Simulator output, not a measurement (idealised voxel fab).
Presented below is a process module, voxel double patterning.
The cross-section shown here is cut; it is 285 nm wide and divided into square cells measuring 5 nm on a side.
A cross-section is written here as square cells arranged in a grid, and it is given in bands from the top down, each band taking up one or more rows of cells.
Quick guide to a band line: top height, bottom height (nm) up front; then every material left to right with its width in nm. Only one material and it's marked "everywhere"? Then it fills the band edge to edge. And "blank" just means empty space.
Below 0: as-received wafer, all one material; heights counted from there. Lowest band: no bottom, goes on down, written "0 and below".
Think of "30->40" as a width that walks from the first number to the second as you go down the band, top row to bottom row, taking equal-sized steps from row to row.
You'll sometimes find "nothing altered" written for a step, and that's the way of saying that nowhere in the cross-section did a cell change during that step.
"Enclosed internal cavities" enumerates empty spaces isolated from the top, with no open way to it, that contain at least 8 cells, giving each as width x height at distance from the left edge, all three in nm.
after a step's settings: what the simulator itself notes on the step
A step line may carry the setting "overlay nm", which, for steps involving a mask, states the distance by which the mask lay to the right of its intended position; negative values denote displacement to the left.

[Process steps - plan]
step 1: RECEIVE: material Si
step 2: CONFORMAL_DEP: material SiO2, thk nm 5
step 3: DIRECTIONAL_DEP: material W, thk nm 10
step 4: DIRECTIONAL_DEP: material SiCN, thk nm 10
step 5: MASKED_ETCH: tone open, mask id FIRST, width nm 15, pitch nm 50, etch materials SiCN, depth nm 10, overlay nm -15
step 6: DIRECTIONAL_DEP: material aC, thk nm 15
step 7: PATTERN: tone open, mask id SECOND, material resist, width nm 15, thk nm 30, overlay nm 0
step 8: DIRECTIONAL_ETCH: etch materials aC, depth nm 15
step 9: STRIP: etch materials resist
step 10: DIRECTIONAL_ETCH: etch materials SiCN, depth nm 10
step 11: STRIP: etch materials aC
step 12: DIRECTIONAL_ETCH: etch materials W, depth nm 10
step 13: STRIP: etch materials SiCN
The plan's step 5 overlay nm is the first wafer's value; the wafers differ in this setting and start identical.

[The first of several wafers as received, shown in cross-section; this is its state after step 1]
* 0 and below  Si everywhere
* Enclosed internal cavities: none

[Quick look at the cross-section of the first of several wafers after step 13, which wraps up the module]
* 15 down to 5  W=95, blank=15, W=25, blank=25, W=125
* 5 down to 0  SiO2 everywhere
* 0 and below  Si everywhere
* Enclosed internal cavities: none

[The last wafer as seen in cross-section at the end of the module]
* 15 down to 5  W=125, blank=25, W=25, blank=15, W=95
* 5 down to 0  SiO2 everywhere
* 0 and below  Si everywhere
* Enclosed internal cavities: none

[So in this table every wafer gets its own row, and what you see is where it stands at the end of the module: for each material, how many cells it picked up (+) or gave up (-) since we received it, and after that its closed voids]
overlay nm -15; +57 SiO2; +98 W; Enclosed internal cavities: none
overlay nm -10; +57 SiO2; +96 W; Enclosed internal cavities: none
overlay nm -5; +57 SiO2; +96 W; Enclosed internal cavities: none
overlay nm 0; +57 SiO2; +96 W; Enclosed internal cavities: none
overlay nm 5; +57 SiO2; +96 W; Enclosed internal cavities: none
overlay nm 10; +57 SiO2; +96 W; Enclosed internal cavities: none
overlay nm 15; +57 SiO2; +98 W; Enclosed internal cavities: none
